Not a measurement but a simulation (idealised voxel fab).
process module | voxel transistor to metal
cross-section cut | 160 nm wide | cells 5 nm
A cross-section is a grid of square cells, given in bands from the top down. A band is one or more rows of cells.
Each band's line starts with the height of the band's top and of its bottom, in nm. Then come its materials from left to right, each with its width in nm. One material with "throughout" fills the band from edge to edge. "air" is empty space.
Height 0 is the level under which the wafer as received is all one material. The lowest band goes on downwards, as in "0 down".
A width such as "30 to 40" changes by the same amount from each row of cells to the next, from the band's top row to its bottom row.
"no change" after a step means that no cell of the cross-section changed.
closed voids: empty space of 8 cells or more with no open way to the top, each as width x height at its distance from the left edge, in nm
after a step's settings: what the simulator itself notes on the step
overlay nm, on a step with a mask: how far to the right of its planned place the mask lay; to the left if negative
plan
1 op RECEIVE | material Si
2 op CONFORMAL_DEP | material SiO2 | thk nm 5
3 op CONFORMAL_DEP | material SiN | thk nm 10
4 op MASKED_ETCH | tone cover | mask id ACTIVE | width nm 125 | etch materials SiN | depth nm 10 | overlay nm 0
5 op MASKED_ETCH | tone cover | mask id ACTIVE | width nm 125 | etch materials SiO2 | depth nm 5 | overlay nm 0
6 op MASKED_ETCH | tone cover | mask id ACTIVE | width nm 125 | etch materials Si | depth nm 20 | overlay nm 0
7 op OXIDIZE | depth nm 5
8 op FILL_DEP | material SiO2 | thk nm 5
9 op CMP | height nm 15
10 op SELECTIVE_ETCH | etch materials SiO2 | depth nm 10
11 op STRIP | etch materials SiN
12 op SELECTIVE_ETCH | etch materials SiO2 | depth nm 5
13 op OXIDIZE | depth nm 5
14 op DIRECTIONAL_DEP | material polySi | thk nm 25
15 op DIRECTIONAL_DEP | material SiCN | thk nm 15
16 op PATTERN | tone cover | mask id GATE | material resist | width nm 35 | thk nm 15 | overlay nm 0
17 op DIRECTIONAL_ETCH | etch materials SiCN | depth nm 25
18 op DIRECTIONAL_ETCH | etch materials polySi | depth nm 35
19 op STRIP | etch materials resist
20 op CONFORMAL_DEP | material SiO2 | thk nm 5
21 op DIRECTIONAL_ETCH | etch materials SiO2 | depth nm 5
22 op CONFORMAL_DEP | material SiN | thk nm 10
23 op DIRECTIONAL_ETCH | etch materials SiN | depth nm 10
24 op DIRECTIONAL_ETCH | etch materials SiO2 | depth nm 5
25 op EPI | material SiGe | thk nm 5
26 op FILL_DEP | material SiO2 | thk nm 5
27 op CMP | height nm 25
28 op STRIP | etch materials polySi
29 op SELECTIVE_ETCH | etch materials SiO2 | depth nm 5
30 op CONFORMAL_DEP | material HfO2 | thk nm 5
31 op CONFORMAL_DEP | material TiN | thk nm 5
32 op FILL_DEP | material W | thk nm 10
33 op CMP | height nm 20
34 op DIRECTIONAL_DEP | material SiO2 | thk nm 15
35 op MASKED_ETCH | tone open | mask id CONTACT | width nm 20 | pitch nm 85 | etch materials SiO2 | depth nm 35 | overlay nm 0
36 op CONFORMAL_DEP | material TiN | thk nm 5
37 op FILL_DEP | material Ru | thk nm 5
38 op CMP | height nm 35
39 op CONFORMAL_DEP | material SiCN | thk nm 5
40 op DIRECTIONAL_DEP | material SiO2 | thk nm 20
41 op DIRECTIONAL_DEP | material aC | thk nm 10
42 op PATTERN | tone open | mask id METAL_1 | material resist | width nm 20 | pitch nm 85 | thk nm 25 | overlay nm 0
43 op DIRECTIONAL_ETCH | etch materials aC | depth nm 10
44 op STRIP | etch materials resist
45 op DIRECTIONAL_ETCH | etch materials SiO2 | depth nm 20
46 op DIRECTIONAL_ETCH | etch materials SiCN | depth nm 5
47 op STRIP | etch materials aC
48 op CONFORMAL_DEP | material TiN | thk nm 5
49 op FILL_DEP | material Cu | thk nm 5
50 op CMP | height nm 60
51 op CONFORMAL_DEP | material SiCN | thk nm 5
52 op DIRECTIONAL_DEP | material lowk | thk nm 25
53 op PATTERN | tone open | mask id METAL_2 | material resist | width nm 20 | pitch nm 85 | thk nm 20 | overlay nm 0
54 op DIRECTIONAL_ETCH | etch materials lowk | depth nm 15
55 op STRIP | etch materials resist
56 op MASKED_ETCH | tone open | mask id METAL_2_HOLES | width nm 15 | pitch nm 85 | etch materials lowk | depth nm 10 | overlay nm 0
57 op MASKED_ETCH | tone open | mask id METAL_2_HOLES | width nm 15 | pitch nm 85 | etch materials SiCN | depth nm 5 | overlay nm 0
58 op CONFORMAL_DEP | material TiN | thk nm 5
59 op FILL_DEP | material Cu | thk nm 10
60 op CMP | height nm 90
61 op CONFORMAL_DEP | material SiN | thk nm 5
first wafer, as planned
as received, after step 1
  0 down: Si throughout
  closed voids: none
after step 2
  5 to 0: SiO2 throughout
  below 0: unchanged
after step 3
  15 to 5: SiN throughout
  below 5: unchanged
after step 4
  15 to 5: air 15 | SiN 125 | air 20
  below 5: unchanged
after step 5
  15 to 5: air 15 | SiN 125 | air 20
  5 to 0: air 15 | SiO2 125 | air 20
  below 0: unchanged
after step 6
  15 to 5: air 15 | SiN 125 | air 20
  5 to 0: air 15 | SiO2 125 | air 20
  0 to -20: air 15 | Si 125 | air 20
  below -20: unchanged
after step 7
  15 to 5: air 15 | SiN 125 | air 20
  5 to 0: air 15 | SiO2 125 | air 20
  0 to -20: air 15 | SiO2 5 | Si 115 | SiO2 5 | air 20
  -20 to -25: SiO2 20 | Si 115 | SiO2 25
  below -25: unchanged
after step 8
  20 to 15: SiO2 throughout
  15 to 5: SiO2 15 | SiN 125 | SiO2 20
  5 to 0: SiO2 throughout
  0 to -25: SiO2 20 | Si 115 | SiO2 25
  below -25: unchanged
after step 9
  15 to 5: SiO2 15 | SiN 125 | SiO2 20
  below 5: unchanged
after step 10
  15 to 5: air 15 | SiN 125 | air 20
  below 5: unchanged
after step 11
  5 to 0: SiO2 throughout
  below 0: unchanged
after step 12
  0 to -25: SiO2 20 | Si 115 | SiO2 25
  below -25: unchanged
after step 13
  0 to -5: SiO2 throughout
  below -5: unchanged
after step 14
  25 to 0: polySi throughout
  below 0: unchanged
after step 15
  40 to 25: SiCN throughout
  below 25: unchanged
after step 16
  55 to 40: air 60 | resist 35 | air 65
  below 40: unchanged
after step 17
  55 to 40: air 60 | resist 35 | air 65
  40 to 25: air 60 | SiCN 35 | air 65
  below 25: unchanged
after step 18
  55 to 40: air 60 | resist 35 | air 65
  40 to 25: air 60 | SiCN 35 | air 65
  25 to 0: air 60 | polySi 35 | air 65
  below 0: unchanged
after step 19
  40 to 25: air 60 | SiCN 35 | air 65
  below 25: unchanged
after step 20
  45 to 40: air 55 | SiO2 45 | air 60
  40 to 25: air 55 | SiO2 5 | SiCN 35 | SiO2 5 | air 60
  25 to 5: air 55 | SiO2 5 | polySi 35 | SiO2 5 | air 60
  5 to 0: SiO2 60 | polySi 35 | SiO2 65
  below 0: unchanged
after step 21
  40 to 25: air 55 | SiO2 5 | SiCN 35 | SiO2 5 | air 60
  25 to 0: air 55 | SiO2 5 | polySi 35 | SiO2 5 | air 60
  below 0: unchanged
after step 22
  50 to 40: air 45 | SiN 65 | air 50
  40 to 25: air 45 | SiN 10 | SiO2 5 | SiCN 35 | SiO2 5 | SiN 10 | air 50
  25 to 10: air 45 | SiN 10 | SiO2 5 | polySi 35 | SiO2 5 | SiN 10 | air 50
  10 to 0: SiN 55 | SiO2 5 | polySi 35 | SiO2 5 | SiN 60
  below 0: unchanged
after step 23
  40 to 25: air 45 | SiN 10 | SiO2 5 | SiCN 35 | SiO2 5 | SiN 10 | air 50
  25 to 0: air 45 | SiN 10 | SiO2 5 | polySi 35 | SiO2 5 | SiN 10 | air 50
  below 0: unchanged
after step 24
  40 to 35: air 45 | SiN 10 | air 5 | SiCN 35 | air 5 | SiN 10 | air 50
  35 to 25: air 45 | SiN 10 | SiO2 5 | SiCN 35 | SiO2 5 | SiN 10 | air 50
  25 to 0: air 45 | SiN 10 | SiO2 5 | polySi 35 | SiO2 5 | SiN 10 | air 50
  0 to -5: air 45 | SiO2 65 | air 50
  below -5: unchanged
after step 25
  40 to 35: air 45 | SiN 10 | air 5 | SiCN 35 | air 5 | SiN 10 | air 50
  35 to 25: air 45 | SiN 10 | SiO2 5 | SiCN 35 | SiO2 5 | SiN 10 | air 50
  25 to 0: air 45 | SiN 10 | SiO2 5 | polySi 35 | SiO2 5 | SiN 10 | air 50
  0 to -5: air 15 | SiGe 30 | SiO2 65 | SiGe 30 | air 20
  below -5: unchanged
after step 26
  45 to 40: SiO2 throughout
  40 to 25: SiO2 45 | SiN 10 | SiO2 5 | SiCN 35 | SiO2 5 | SiN 10 | SiO2 50
  25 to 0: SiO2 45 | SiN 10 | SiO2 5 | polySi 35 | SiO2 5 | SiN 10 | SiO2 50
  0 to -5: SiO2 15 | SiGe 30 | SiO2 65 | SiGe 30 | SiO2 20
  below -5: unchanged
after step 27
  25 to 0: SiO2 45 | SiN 10 | SiO2 5 | polySi 35 | SiO2 5 | SiN 10 | SiO2 50
  below 0: unchanged
after step 28
  25 to 0: SiO2 45 | SiN 10 | SiO2 5 | air 35 | SiO2 5 | SiN 10 | SiO2 50
  below 0: unchanged
after step 29
  25 to 20: air 45 | SiN 10 | air 45 | SiN 10 | air 50
  20 to 0: SiO2 45 | SiN 10 | air 45 | SiN 10 | SiO2 50
  0 to -5: SiO2 15 | SiGe 30 | SiO2 10 | air 45 | SiO2 10 | SiGe 30 | SiO2 20
  below -5: unchanged
after step 30
  30 to 25: air 40 | HfO2 20 | air 35 | HfO2 20 | air 45
  25 to 20: HfO2 45 | SiN 10 | HfO2 5 | air 35 | HfO2 5 | SiN 10 | HfO2 50
  20 to 0: SiO2 45 | SiN 10 | HfO2 5 | air 35 | HfO2 5 | SiN 10 | SiO2 50
  0 to -5: SiO2 15 | SiGe 30 | SiO2 10 | HfO2 45 | SiO2 10 | SiGe 30 | SiO2 20
  below -5: unchanged
after step 31
  35 to 30: air 35 | TiN 30 | air 25 | TiN 30 | air 40
  30 to 25: TiN 40 | HfO2 20 | TiN 5 | air 25 | TiN 5 | HfO2 20 | TiN 45
  25 to 20: HfO2 45 | SiN 10 | HfO2 5 | TiN 5 | air 25 | TiN 5 | HfO2 5 | SiN 10 | HfO2 50
  20 to 5: SiO2 45 | SiN 10 | HfO2 5 | TiN 5 | air 25 | TiN 5 | HfO2 5 | SiN 10 | SiO2 50
  5 to 0: SiO2 45 | SiN 10 | HfO2 5 | TiN 35 | HfO2 5 | SiN 10 | SiO2 50
  below 0: unchanged
after step 32
  45 to 35: W throughout
  35 to 30: W 35 | TiN 30 | W 25 | TiN 30 | W 40
  30 to 25: TiN 40 | HfO2 20 | TiN 5 | W 25 | TiN 5 | HfO2 20 | TiN 45
  25 to 20: HfO2 45 | SiN 10 | HfO2 5 | TiN 5 | W 25 | TiN 5 | HfO2 5 | SiN 10 | HfO2 50
  20 to 5: SiO2 45 | SiN 10 | HfO2 5 | TiN 5 | W 25 | TiN 5 | HfO2 5 | SiN 10 | SiO2 50
  below 5: unchanged
after step 33
  20 to 5: SiO2 45 | SiN 10 | HfO2 5 | TiN 5 | W 25 | TiN 5 | HfO2 5 | SiN 10 | SiO2 50
  below 5: unchanged
after step 34
  35 to 20: SiO2 throughout
  below 20: unchanged
after step 35
  35 to 20: SiO2 25 | air 20 | SiO2 65 | air 20 | SiO2 30
  20 to 5: SiO2 25 | air 20 | SiN 10 | HfO2 5 | TiN 5 | W 25 | TiN 5 | HfO2 5 | SiN 10 | air 20 | SiO2 30
  5 to 0: SiO2 25 | air 20 | SiN 10 | HfO2 5 | TiN 35 | HfO2 5 | SiN 10 | air 20 | SiO2 30
  below 0: unchanged
after step 36
  40 to 35: TiN 30 | air 10 | TiN 75 | air 10 | TiN 35
  35 to 20: SiO2 25 | TiN 5 | air 10 | TiN 5 | SiO2 65 | TiN 5 | air 10 | TiN 5 | SiO2 30
  20 to 5: SiO2 25 | TiN 5 | air 10 | TiN 5 | SiN 10 | HfO2 5 | TiN 5 | W 25 | TiN 5 | HfO2 5 | SiN 10 | TiN 5 | air 10 | TiN 5 | SiO2 30
  5 to 0: SiO2 25 | TiN 20 | SiN 10 | HfO2 5 | TiN 35 | HfO2 5 | SiN 10 | TiN 20 | SiO2 30
  below 0: unchanged
after step 37
  45 to 40: Ru throughout
  40 to 35: TiN 30 | Ru 10 | TiN 75 | Ru 10 | TiN 35
  35 to 20: SiO2 25 | TiN 5 | Ru 10 | TiN 5 | SiO2 65 | TiN 5 | Ru 10 | TiN 5 | SiO2 30
  20 to 5: SiO2 25 | TiN 5 | Ru 10 | TiN 5 | SiN 10 | HfO2 5 | TiN 5 | W 25 | TiN 5 | HfO2 5 | SiN 10 | TiN 5 | Ru 10 | TiN 5 | SiO2 30
  below 5: unchanged
after step 38
  35 to 20: SiO2 25 | TiN 5 | Ru 10 | TiN 5 | SiO2 65 | TiN 5 | Ru 10 | TiN 5 | SiO2 30
  below 20: unchanged
after step 39
  40 to 35: SiCN throughout
  below 35: unchanged
after step 40
  60 to 40: SiO2 throughout
  below 40: unchanged
after step 41
  70 to 60: aC throughout
  below 60: unchanged
after step 42
  95 to 70: resist 25 | air 20 | resist 65 | air 20 | resist 30
  below 70: unchanged
after step 43
  85 to 70: resist 25 | air 20 | resist 65 | air 20 | resist 30
  70 to 60: aC 25 | air 20 | aC 65 | air 20 | aC 30
  below 60: unchanged
after step 44
  70 to 60: aC 25 | air 20 | aC 65 | air 20 | aC 30
  below 60: unchanged
after step 45
  70 to 60: aC 25 | air 20 | aC 65 | air 20 | aC 30
  60 to 40: SiO2 25 | air 20 | SiO2 65 | air 20 | SiO2 30
  below 40: unchanged
after step 46
  70 to 60: aC 25 | air 20 | aC 65 | air 20 | aC 30
  60 to 40: SiO2 25 | air 20 | SiO2 65 | air 20 | SiO2 30
  40 to 35: SiCN 25 | air 20 | SiCN 65 | air 20 | SiCN 30
  below 35: unchanged
after step 47
  60 to 40: SiO2 25 | air 20 | SiO2 65 | air 20 | SiO2 30
  below 40: unchanged
after step 48
  65 to 60: TiN 30 | air 10 | TiN 75 | air 10 | TiN 35
  60 to 40: SiO2 25 | TiN 5 | air 10 | TiN 5 | SiO2 65 | TiN 5 | air 10 | TiN 5 | SiO2 30
  40 to 35: SiCN 25 | TiN 20 | SiCN 65 | TiN 20 | SiCN 30
  below 35: unchanged
after step 49
  70 to 65: Cu throughout
  65 to 60: TiN 30 | Cu 10 | TiN 75 | Cu 10 | TiN 35
  60 to 40: SiO2 25 | TiN 5 | Cu 10 | TiN 5 | SiO2 65 | TiN 5 | Cu 10 | TiN 5 | SiO2 30
  below 40: unchanged
after step 50
  60 to 40: SiO2 25 | TiN 5 | Cu 10 | TiN 5 | SiO2 65 | TiN 5 | Cu 10 | TiN 5 | SiO2 30
  below 40: unchanged
after step 51
  65 to 60: SiCN throughout
  below 60: unchanged
after step 52
  90 to 65: lowk throughout
  below 65: unchanged
after step 53
  110 to 90: resist 25 | air 20 | resist 65 | air 20 | resist 30
  below 90: unchanged
after step 54
  110 to 90: resist 25 | air 20 | resist 65 | air 20 | resist 30
  90 to 75: lowk 25 | air 20 | lowk 65 | air 20 | lowk 30
  below 75: unchanged
after step 55
  90 to 75: lowk 25 | air 20 | lowk 65 | air 20 | lowk 30
  below 75: unchanged
after step 56
  90 to 75: lowk 25 | air 20 | lowk 65 | air 20 | lowk 30
  75 to 65: lowk 25 | air 15 | lowk 70 | air 15 | lowk 35
  below 65: unchanged
after step 57
  90 to 75: lowk 25 | air 20 | lowk 65 | air 20 | lowk 30
  75 to 65: lowk 25 | air 15 | lowk 70 | air 15 | lowk 35
  65 to 60: SiCN 25 | air 15 | SiCN 70 | air 15 | SiCN 35
  below 60: unchanged
after step 58
  95 to 90: TiN 30 | air 10 | TiN 75 | air 10 | TiN 35
  90 to 80: lowk 25 | TiN 5 | air 10 | TiN 5 | lowk 65 | TiN 5 | air 10 | TiN 5 | lowk 30
  80 to 75: lowk 25 | TiN 5 | air 5 | TiN 10 | lowk 65 | TiN 5 | air 5 | TiN 10 | lowk 30
  75 to 65: lowk 25 | TiN 5 | air 5 | TiN 5 | lowk 70 | TiN 5 | air 5 | TiN 5 | lowk 35
  65 to 60: SiCN 25 | TiN 15 | SiCN 70 | TiN 15 | SiCN 35
  below 60: unchanged
after step 59
  105 to 95: Cu throughout
  95 to 90: TiN 30 | Cu 10 | TiN 75 | Cu 10 | TiN 35
  90 to 80: lowk 25 | TiN 5 | Cu 10 | TiN 5 | lowk 65 | TiN 5 | Cu 10 | TiN 5 | lowk 30
  80 to 75: lowk 25 | TiN 5 | Cu 5 | TiN 10 | lowk 65 | TiN 5 | Cu 5 | TiN 10 | lowk 30
  75 to 65: lowk 25 | TiN 5 | Cu 5 | TiN 5 | lowk 70 | TiN 5 | Cu 5 | TiN 5 | lowk 35
  below 65: unchanged
after step 60
  90 to 80: lowk 25 | TiN 5 | Cu 10 | TiN 5 | lowk 65 | TiN 5 | Cu 10 | TiN 5 | lowk 30
  below 80: unchanged
after step 61
  95 to 90: SiN throughout
  below 90: unchanged
second wafer: like start, like plan, one mistake. Through step 50 it matches the first wafer
when step 51 should have ended
  85 to 60: lowk throughout
  below 60: unchanged
when step 52 should have ended
  90 to 85: SiCN throughout
  below 85: unchanged
when step 53 should have ended
  110 to 90: resist 25 | air 20 | resist 65 | air 20 | resist 30
  below 90: unchanged
when step 54 should have ended: no change
when step 55 should have ended
  90 to 85: SiCN throughout
  below 85: unchanged
when step 56 should have ended: no change
when step 57 should have ended
  90 to 85: SiCN 25 | air 15 | SiCN 70 | air 15 | SiCN 35
  below 85: unchanged
when step 58 should have ended
  95 to 90: TiN 30 | air 5 | TiN 80 | air 5 | TiN 40
  90 to 85: SiCN 25 | TiN 15 | SiCN 70 | TiN 15 | SiCN 35
  below 85: unchanged
when step 59 should have ended
  105 to 95: Cu throughout
  95 to 90: TiN 30 | Cu 5 | TiN 80 | Cu 5 | TiN 40
  below 90: unchanged
when step 60 should have ended
  90 to 85: SiCN 25 | TiN 15 | SiCN 70 | TiN 15 | SiCN 35
  below 85: unchanged
when step 61 should have ended
  95 to 90: SiN throughout
  below 90: unchanged
what went wrong: steps 51 and 52 were swapped
at the end the second wafer has, in cells: 14 fewer of Cu | 22 fewer of TiN | 36 more of lowk
